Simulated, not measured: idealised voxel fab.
This is a process module. Its name is voxel transistor to metal.
Cross-section cut: width 200 nm, square cells of 5 nm.
When this document writes out a cross-section, it uses a grid of square cells and lists it as bands, beginning at the top and moving down, with a band standing for one or more rows of cells.
Each band's line starts with the height of the band's top and of its bottom, in nm. Then come its materials from left to right, each with its width in nm. One material with "edge to edge" fills the band from edge to edge. "air" is empty space.
Counting heights begins at 0, where everything beneath is, in the wafer as received, one material. The lowest band has no bottom; it goes on downwards, as "0 down" shows.
Width "30 to 40": first value at the band's top row of cells, second value at its bottom row, equal change from row to row.
Where a step carries "no change", the cross-section came out of it unchanged, cell for cell.
The entry titled "Closed void catalog" provides the empty spaces that have no open way to the top, restricted to those of 8 cells or more. Each is presented as width x height at distance, the distance being measured from the left edge, with all three in nm.
On each step's line, the part that comes after the settings is the simulator's own comment on the step.
"overlay nm", when on a step's line for a step with a mask, measures how far to the right of its planned place the mask lay; a negative measure means to the left.

### This section lists the process steps that were planned
1,RECEIVE [material Si]
2,CONFORMAL_DEP [material SiO2] [thk nm 5]
3,CONFORMAL_DEP [material SiN] [thk nm 15]
4,PATTERN [tone cover] [mask id ACTIVE] [material resist] [width nm 100] [thk nm 15] [overlay nm 0]
5,DIRECTIONAL_ETCH [etch materials SiN] [depth nm 15]
6,DIRECTIONAL_ETCH [etch materials SiO2] [depth nm 5]
7,DIRECTIONAL_ETCH [etch materials Si] [depth nm 30]
8,STRIP [etch materials resist]
9,OXIDIZE [depth nm 5]
10,FILL_DEP [material SiO2] [thk nm 5]
11,CMP [height nm 20]
12,SELECTIVE_ETCH [etch materials SiO2] [depth nm 15]
13,STRIP [etch materials SiN]
14,SELECTIVE_ETCH [etch materials SiO2] [depth nm 5]
15,OXIDIZE [depth nm 5]
16,DIRECTIONAL_DEP [material polySi] [thk nm 20]
17,DIRECTIONAL_DEP [material SiCN] [thk nm 15]
18,PATTERN [tone cover] [mask id GATE] [material resist] [width nm 20] [thk nm 20] [overlay nm 0]
19,DIRECTIONAL_ETCH [etch materials SiCN] [depth nm 25]
20,DIRECTIONAL_ETCH [etch materials polySi] [depth nm 30]
21,STRIP [etch materials resist]
22,CONFORMAL_DEP [material SiO2] [thk nm 5]
23,DIRECTIONAL_ETCH [etch materials SiO2] [depth nm 5]
24,CONFORMAL_DEP [material SiN] [thk nm 5]
25,DIRECTIONAL_ETCH [etch materials SiN] [depth nm 5]
26,DIRECTIONAL_ETCH [etch materials SiO2] [depth nm 5]
27,DIRECTIONAL_ETCH [etch materials Si] [depth nm 10]
28,EPI [material pSi] [thk nm 15]
29,FILL_DEP [material SiO2] [thk nm 5]
30,CMP [height nm 35]
31,DIRECTIONAL_DEP [material SiO2] [thk nm 10]
32,DIRECTIONAL_DEP [material aC] [thk nm 15]
33,PATTERN [tone open] [mask id CONTACT] [material resist] [width nm 30] [pitch nm 60] [thk nm 30] [overlay nm 0]
34,DIRECTIONAL_ETCH [etch materials aC] [depth nm 15]
35,STRIP [etch materials resist]
36,DIRECTIONAL_ETCH [etch materials SiO2] [depth nm 45]
37,STRIP [etch materials aC]
38,CONFORMAL_DEP [material TiN] [thk nm 5]
39,FILL_DEP [material Ru] [thk nm 10]
40,CMP [height nm 45]
41,DIRECTIONAL_DEP [material TiN] [thk nm 5]
42,DIRECTIONAL_DEP [material W] [thk nm 15]
43,PATTERN [tone cover] [mask id METAL_1] [material resist] [width nm 20] [pitch nm 70] [thk nm 15] [overlay nm 0]
44,DIRECTIONAL_ETCH [etch materials W] [depth nm 15]
45,DIRECTIONAL_ETCH [etch materials TiN] [depth nm 5]
46,STRIP [etch materials resist]
47,FILL_DEP [material lowk] [thk nm 5]
48,CMP [height nm 65]
49,CONFORMAL_DEP [material SiCN] [thk nm 5]
50,DIRECTIONAL_DEP [material lowk] [thk nm 30]
51,MASKED_ETCH [tone open] [mask id METAL_2_HOLES] [width nm 15] [pitch nm 70] [etch materials lowk] [depth nm 30] [overlay nm 0]
52,MASKED_ETCH [tone open] [mask id METAL_2] [width nm 20] [pitch nm 70] [etch materials lowk] [depth nm 20] [overlay nm 0]
53,MASKED_ETCH [tone open] [mask id METAL_2] [width nm 20] [pitch nm 70] [etch materials SiCN] [depth nm 5] [overlay nm 0]
54,CONFORMAL_DEP [material TiN] [thk nm 5]
55,FILL_DEP [material Ru] [thk nm 5]
56,CMP [height nm 100]
57,CONFORMAL_DEP [material SiN] [thk nm 5]

### Wafer as received: cross-section following step 1
* 0 down  Si edge to edge
* Closed void catalog: none

### Cross-section at module end, one run error; start and plan unchanged from above
* 105 to 100  SiN edge to edge
* 100 to 85  lowk (55) | TiN (5) | Ru (10) | TiN (5) | lowk (50) | TiN (5) | Ru (10) | TiN (5) | lowk (55)
* 85 to 80  lowk (55) | TiN (5) | Ru (5) | TiN (10) | lowk (50) | TiN (5) | Ru (5) | TiN (10) | lowk (55)
* 80 to 70  lowk (55) | TiN (5) | Ru (5) | TiN (5) | lowk (55) | TiN (5) | Ru (5) | TiN (5) | lowk (60)
* 70 to 65  SiCN (55) | TiN (15) | SiCN (55) | TiN (15) | SiCN (60)
* 65 to 50  lowk (55) | W (20) | lowk (50) | W (20) | lowk (55)
* 50 to 45  lowk (55) | TiN (20) | lowk (50) | TiN (20) | lowk (55)
* 45 to 35  SiO2 (55) | TiN (5) | Ru (20) | TiN (5) | SiO2 (30) | TiN (5) | Ru (20) | TiN (5) | SiO2 (55)
* 35 to 20  SiO2 (55) | TiN (5) | Ru (20) | TiN (5) | SiO2 (5) | SiCN (20) | SiO2 (5) | TiN (5) | Ru (20) | TiN (5) | SiO2 (55)
* 20 to 10  SiO2 (55) | TiN (5) | Ru (20 to 5) | TiN (5 to 20) | SiO2 (5) | polySi (20) | SiO2 (5) | TiN (5 to 20) | Ru (20 to 5) | TiN (5) | SiO2 (55)
* 10 to 5  SiO2 (55) | TiN (5) | Ru (5) | TiN (5) | pSi (15) | SiO2 (5) | polySi (20) | SiO2 (5) | pSi (15) | TiN (5) | Ru (5) | TiN (5) | SiO2 (55)
* 5 to 0  SiO2 (55) | TiN (15) | pSi (15) | SiO2 (5) | polySi (20) | SiO2 (5) | pSi (15) | TiN (15) | SiO2 (55)
* 0 to -5  SiO2 (50) | pSi (35) | SiO2 (30) | pSi (35) | SiO2 (50)
* -5 to -15  SiO2 (55) | pSi (30) | Si (30) | pSi (30) | SiO2 (55)
* -15 to -35  SiO2 (55) | Si (90) | SiO2 (55)
* -35 down  Si edge to edge
* Closed void catalog: none
Misprocessing identified: step 24 of the plan got skipped, so it never ran
